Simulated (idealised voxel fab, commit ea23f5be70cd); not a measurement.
Process module in this document: voxel air gaps
Cross-sectional view cut (width: 295 nm; square cell size: 5 nm).
Each cross-section below is a grid of square cells, stated as bands in top-down order, with one or more rows of cells making up each band.
Basically the band line says how high the top is and how high the bottom is, in nm, and then what's in it from left to right, every material with its width in nm. Empty space shows up as "empty", and if a single material carries "full width" it runs the full band edge to edge.
Heads up on the height convention: 0 is the point under which the incoming wafer is all one material, and the lowest band has no bottom, it just keeps going down, like "0 down".
Graded width ("30..40"): value in top row of band = first number; value in bottom row = second number; row-to-row change constant.
Reading "no change" for a step: not a cell of the cross-section changed in it.
Each empty space that has no open way to the top and spans at least 8 cells appears under "Fully sealed cavities" as width x height at distance, the distance counted from the left edge, all in nm.
Post-settings text on a step line: simulator's own remark regarding the step.
overlay nm: for a step with a mask, the amount by which the mask lay right of where it was planned; a negative amount means left of it.

**So here's the lineup of process steps we planned**
- 1: RECEIVE with material Si
- 2: CONFORMAL_DEP with material SiO2, thk nm 5
- 3: CONFORMAL_DEP with material SiCN, thk nm 5
- 4: DIRECTIONAL_DEP with material SiO2, thk nm 40
- 5: DIRECTIONAL_DEP with material aC, thk nm 10
- 6: PATTERN with tone open, mask id LINES, material resist, width nm 15, pitch nm 45, thk nm 30, overlay nm 0
- 7: DIRECTIONAL_ETCH with etch materials aC, depth nm 10
- 8: STRIP with etch materials resist
- 9: DIRECTIONAL_ETCH with etch materials SiO2, depth nm 40
- 10: STRIP with etch materials aC
- 11: CONFORMAL_DEP with material TiN, thk nm 5
- 12: FILL_DEP with material W, thk nm 5
- 13: CMP with height nm 60
- 14: EPI with material Ru, thk nm 10
- 15: SELECTIVE_ETCH with etch materials SiO2, depth nm 50
- 16: CONFORMAL_DEP with material SiCN, thk nm 5
For this document, wafers share an identical start and vary in the step 2 thk nm; the plan quotes the first wafer's value.

**The as-received cross-section of the first of several wafers corresponds to the state after step 1**
    0 down | Si full width
    Fully sealed cavities: none

**End of the module, past its last step, step 16: how the first of several wafers looks in cross-section**
    75 to 70 | SiCN full width
    70 to 60 | Ru full width
    60 to 55 | W full width
    55 to 50 | TiN: 100  W: 5  TiN: 40  W: 5  TiN: 40  W: 5  TiN: 100
    50 to 15 | SiO2: 95  TiN: 5  W: 5  TiN: 5  SiO2: 30  TiN: 5  W: 5  TiN: 5  SiO2: 30  TiN: 5  W: 5  TiN: 5  SiO2: 95
    15 to 10 | SiO2: 95  TiN: 15  SiO2: 30  TiN: 15  SiO2: 30  TiN: 15  SiO2: 95
    10 to 5 | SiCN full width
    5 to 0 | SiO2 full width
    0 down | Si full width
    Fully sealed cavities: none

**Sectional view of the last wafer upon completion of the module**
    75 to 70 | empty: 80  SiCN: 135  empty: 80
    70 to 60 | empty: 80  SiCN: 5  Ru: 35  SiCN: 10  Ru: 35  SiCN: 10  Ru: 35  SiCN: 5  empty: 80
    60 to 55 | empty: 80  SiCN: 15  TiN: 5  W: 5  TiN: 5  SiCN: 30  TiN: 5  W: 5  TiN: 5  SiCN: 30  TiN: 5  W: 5  TiN: 5  SiCN: 15  empty: 80
    55 to 40 | empty: 90  SiCN: 5  TiN: 5  W: 5  TiN: 5  SiCN: 5  empty: 20  SiCN: 5  TiN: 5  W: 5  TiN: 5  SiCN: 5  empty: 20  SiCN: 5  TiN: 5  W: 5  TiN: 5  SiCN: 5  empty: 90
    40 to 35 | SiCN: 95  TiN: 15  SiCN: 30  TiN: 15  SiCN: 30  TiN: 15  SiCN: 95
    35 to 30 | SiCN full width
    30 to 0 | SiO2 full width
    0 down | Si full width
    Fully sealed cavities: 20 x 15 at 115; 20 x 15 at 160

**Per wafer, end of module: cells gained (+) or lost (-) per material since receipt, then closed voids**
thk nm 5; +118 Ru; +118 SiCN; +459 SiO2; +107 TiN; +83 W; Fully sealed cavities: none
thk nm 10; +118 Ru; +118 SiCN; +518 SiO2; +107 TiN; +24 W; Fully sealed cavities: none
thk nm 15; +42 Ru; +202 SiCN; +177 SiO2; +51 TiN; +21 W; Fully sealed cavities: 20 x 30 at 115; 20 x 30 at 160
thk nm 20; +42 Ru; +196 SiCN; +236 SiO2; +45 TiN; +18 W; Fully sealed cavities: 20 x 25 at 115; 20 x 25 at 160
thk nm 25; +42 Ru; +190 SiCN; +295 SiO2; +39 TiN; +15 W; Fully sealed cavities: 20 x 20 at 115; 20 x 20 at 160
thk nm 30; +42 Ru; +184 SiCN; +354 SiO2; +33 TiN; +12 W; Fully sealed cavities: 20 x 15 at 115; 20 x 15 at 160
